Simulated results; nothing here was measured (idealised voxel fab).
A process module follows: voxel ribs on slabs.
Cross-sectional view cut (width: 155 nm; square cell size: 5 nm).
The cross-sections in this document take the form of a grid made of square cells. They are written out as bands, in order from top to bottom. Each band consists of one or more rows of cells. Band entry format. Leading values: height of top, height of bottom, nm. Remainder: materials in left-to-right order, each with its width in nm. Special words: "edge to edge" on a single material, which then fills the band edge to edge; "blank", empty space. Height is counted from the level 0, under which the received wafer is composed throughout of one material. The lowest of the bands is not closed at the bottom but continues downward, in the notation "0..down". When a width is written as two numbers, as in "30 to 40", the first number is the width in the top row of cells of the band and the second is the width in its bottom row, and the width changes by the same amount from each row to the next. "no change occurred" (step): cross-section cells unchanged, all of them. "Enclosed cavities" specifies each empty space that is not open to the top and that occupies no fewer than 8 cells, using the form width x height at distance, the distance measured from the left edge and all three quantities in nm. The remark found on a step's line after its settings is issued by the simulator itself and pertains to that step. Among the settings permitted on a step's line is "overlay nm"; applied to a step with a mask, it specifies the extent to which the mask lay to the right of its planned position, whereas a negative figure signifies a position to the left.

-- Intended process steps
step 1: RECEIVE, material Si
step 2: DIRECTIONAL_DEP, material SiO2, thk nm 30
step 3: DIRECTIONAL_DEP, material polySi, thk nm 25
step 4: PATTERN, tone cover, mask id RIB, material resist, width nm 30, thk nm 15, overlay nm 0
step 5: DIRECTIONAL_ETCH, etch materials polySi, depth nm 10
step 6: STRIP, etch materials resist
step 7: MASKED_ETCH, tone cover, mask id SLAB, width nm 60, etch materials polySi, depth nm 15, overlay nm 0
step 8: FILL_DEP, material SiO2, thk nm 25
step 9: CMP, height nm 70
step 10: DIRECTIONAL_DEP, material W, thk nm 10
step 11: PATTERN, tone cover, mask id HEATER, material resist, width nm 40, thk nm 15, overlay nm 0
step 12: DIRECTIONAL_ETCH, etch materials W, depth nm 10
step 13: STRIP, etch materials resist
step 14: CONFORMAL_DEP, material SiO2, thk nm 10

-- Cross-section: wafer on arrival = after step 1
0..down  Si edge to edge
Enclosed cavities: none

-- Module complete, cross-section. Starting point and plan per above. One mistake made in running the module
80..70  blank=55, W=40, blank=60
70..55  SiO2 edge to edge
55..45  SiO2=60, polySi=30, SiO2=65
45..30  SiO2=45, polySi=60, SiO2=50
30..0  SiO2 edge to edge
0..down  Si edge to edge
Enclosed cavities: none
What was the processing mistake? no execution of plan step 14; skipped
